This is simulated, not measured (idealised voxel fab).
The process module that follows is named voxel wiring stack.
Section shown: cut. Width: 265 nm. Cell size: 5 nm, square.
This document writes a cross-section as a grid whose cells are square, and gives it as bands, listed from the top down; one or more rows of cells form a band.
This entry defines a band. It first specifies the height of the band's top and the height of its bottom in nm, and then specifies the band's materials from left to right, stating each material with its width in nm. The word "throughout" identifies a single material that fills the band from edge to edge, while the word "empty" identifies empty space.
Height 0 is the level under which the wafer as received is all one material. The lowest band goes on downwards, as in "top 0, no bottom".
The notation "30->40" denotes a width that varies across the rows of cells in the band, beginning at the first number in the top row, finishing at the second number in the bottom row, and changing by an identical amount from each row to the next.
A step reported as "no change occurred" is a step in which no cell of the cross-section changed.
Entry "Cavities, closed". Content: empty spaces with no open connection to the top, size 8 cells or greater. Each: width x height at distance. Distance: from left edge. Unit: nm.
Formally, on a step line, whatever follows the settings is a remark that the simulator itself makes on the step.
overlay nm: on a step with a mask, how far right of its planned place the mask lay; negative means left.
Steps planned for the process
step 1: RECEIVE,material Si
step 2: CONFORMAL_DEP,material SiO2,thk nm 10
step 3: CONFORMAL_DEP,material SiCN,thk nm 5
step 4: DIRECTIONAL_DEP,material lowk,thk nm 20
step 5: DIRECTIONAL_DEP,material aC,thk nm 15
step 6: PATTERN,tone open,mask id METAL_1,material resist,width nm 20,pitch nm 45,thk nm 35,overlay nm 0
step 7: DIRECTIONAL_ETCH,etch materials aC,depth nm 15
step 8: STRIP,etch materials resist
step 9: DIRECTIONAL_ETCH,etch materials lowk,depth nm 20
step 10: DIRECTIONAL_ETCH,etch materials SiCN,depth nm 5
step 11: STRIP,etch materials aC
step 12: CONFORMAL_DEP,material TiN,thk nm 5
step 13: FILL_DEP,material Cu,thk nm 10
step 14: CMP,height nm 35
step 15: EPI,material Ru,thk nm 5
step 16: FILL_DEP,material SiCN,thk nm 5
step 17: DIRECTIONAL_DEP,material lowk,thk nm 10
step 18: MASKED_ETCH,tone open,mask id PLUG_1,width nm 15,pitch nm 45,etch materials lowk,depth nm 10,overlay nm 0
step 19: MASKED_ETCH,tone open,mask id PLUG_1,width nm 15,pitch nm 45,etch materials SiCN,depth nm 5,overlay nm 0
step 20: CONFORMAL_DEP,material TiN,thk nm 5
step 21: FILL_DEP,material Cu,thk nm 5
step 22: CMP,height nm 55
step 23: CONFORMAL_DEP,material SiCN,thk nm 5
step 24: DIRECTIONAL_DEP,material lowk,thk nm 25
step 25: MASKED_ETCH,tone open,mask id METAL_2,width nm 20,pitch nm 45,etch materials lowk,depth nm 25,overlay nm 0
step 26: MASKED_ETCH,tone open,mask id METAL_2,width nm 20,pitch nm 45,etch materials SiCN,depth nm 5,overlay nm 0
step 27: CONFORMAL_DEP,material TiN,thk nm 5
step 28: FILL_DEP,material Cu,thk nm 10
step 29: CMP,height nm 85
step 30: CONFORMAL_DEP,material SiCN,thk nm 5
step 31: DIRECTIONAL_DEP,material lowk,thk nm 10
step 32: PATTERN,tone open,mask id PLUG_2,material resist,width nm 15,pitch nm 45,thk nm 20,overlay nm 0
step 33: DIRECTIONAL_ETCH,etch materials lowk,depth nm 10
step 34: DIRECTIONAL_ETCH,etch materials SiCN,depth nm 5
step 35: STRIP,etch materials resist
step 36: CONFORMAL_DEP,material TiN,thk nm 5
step 37: FILL_DEP,material W,thk nm 10
step 38: CMP,height nm 100
step 39: DIRECTIONAL_DEP,material TiN,thk nm 5
step 40: DIRECTIONAL_DEP,material Ru,thk nm 20
step 41: MASKED_ETCH,tone cover,mask id METAL_3,width nm 20,pitch nm 45,etch materials Ru,depth nm 20,overlay nm 0
step 42: MASKED_ETCH,tone cover,mask id METAL_3,width nm 20,pitch nm 45,etch materials TiN,depth nm 5,overlay nm 0
step 43: CONFORMAL_DEP,material SiN,thk nm 5
step 44: FILL_DEP,material lowk,thk nm 5
step 45: CMP,height nm 125
step 46: CONFORMAL_DEP,material SiCN,thk nm 5
step 47: DIRECTIONAL_DEP,material lowk,thk nm 20
step 48: DIRECTIONAL_DEP,material aC,thk nm 15
step 49: PATTERN,tone open,mask id PLUG_3,material resist,width nm 15,thk nm 30,overlay nm 0
step 50: DIRECTIONAL_ETCH,etch materials aC,depth nm 15
step 51: STRIP,etch materials resist
step 52: DIRECTIONAL_ETCH,etch materials lowk,depth nm 20
step 53: DIRECTIONAL_ETCH,etch materials SiCN,depth nm 5
step 54: STRIP,etch materials aC
step 55: CONFORMAL_DEP,material TiN,thk nm 5
step 56: FILL_DEP,material W,thk nm 10
step 57: CMP,height nm 150
step 58: CONFORMAL_DEP,material SiN,thk nm 5
step 59: DIRECTIONAL_DEP,material lowk,thk nm 15
step 60: PATTERN,tone open,mask id METAL_4,material resist,width nm 20,pitch nm 45,thk nm 15,overlay nm 0
step 61: DIRECTIONAL_ETCH,etch materials lowk,depth nm 15
step 62: DIRECTIONAL_ETCH,etch materials SiN,depth nm 5
step 63: STRIP,etch materials resist
step 64: CONFORMAL_DEP,material TiN,thk nm 5
step 65: FILL_DEP,material Cu,thk nm 10
step 66: CMP,height nm 170
step 67: CONFORMAL_DEP,material SiCN,thk nm 5
Wafer at receipt (post step 1), cross-section
    top 0, no bottom  Si throughout
    Cavities, closed: none
One mistake in running the module, otherwise start and plan as above: cross-section at the end
    top 175, bottom 170  SiCN throughout
    top 170, bottom 155  lowk 100; TiN 5; Cu 10; TiN 5; lowk 25; TiN 5; Cu 10; TiN 5; lowk 100
    top 155, bottom 150  SiN 100; TiN 20; SiN 25; TiN 20; SiN 100
    top 150, bottom 130  W 95; TiN 5; lowk 15; TiN 5; W 145
    top 130, bottom 125  TiN 100; SiCN 15; TiN 150
    top 125, bottom 105  lowk 95; SiN 5; Ru 20; SiN 5; lowk 15; SiN 5; Ru 20; SiN 5; lowk 95
    top 105, bottom 100  SiN 100; TiN 20; SiN 25; TiN 20; SiN 100
    top 100, bottom 90  lowk 100; TiN 5; W 5; TiN 5; lowk 30; TiN 5; W 5; TiN 5; lowk 105
    top 90, bottom 85  SiCN 100; TiN 15; SiCN 30; TiN 15; SiCN 105
    top 85, bottom 60  lowk 100; TiN 5; Cu 10; TiN 5; lowk 25; TiN 5; Cu 10; TiN 5; lowk 100
    top 60, bottom 55  SiCN 100; TiN 20; SiCN 25; TiN 20; SiCN 100
    top 55, bottom 45  lowk 100; TiN 5; Cu 5; TiN 5; lowk 30; TiN 5; Cu 5; TiN 5; lowk 105
    top 45, bottom 40  SiCN 100; TiN 15; SiCN 30; TiN 15; SiCN 105
    top 40, bottom 35  SiCN 95; Ru 30; SiCN 15; Ru 30; SiCN 95
    top 35, bottom 15  lowk 100; TiN 5; Cu 10; TiN 5; lowk 25; TiN 5; Cu 10; TiN 5; lowk 100
    top 15, bottom 10  SiCN 100; TiN 20; SiCN 25; TiN 20; SiCN 100
    top 10, bottom 0  SiO2 throughout
    top 0, no bottom  Si throughout
    Cavities, closed: none
Misprocessing identified: off-plan run, step 49, actual operation and settings PATTERN,tone cover,mask id PLUG_3,material resist,width nm 15,thk nm 30,overlay nm 0
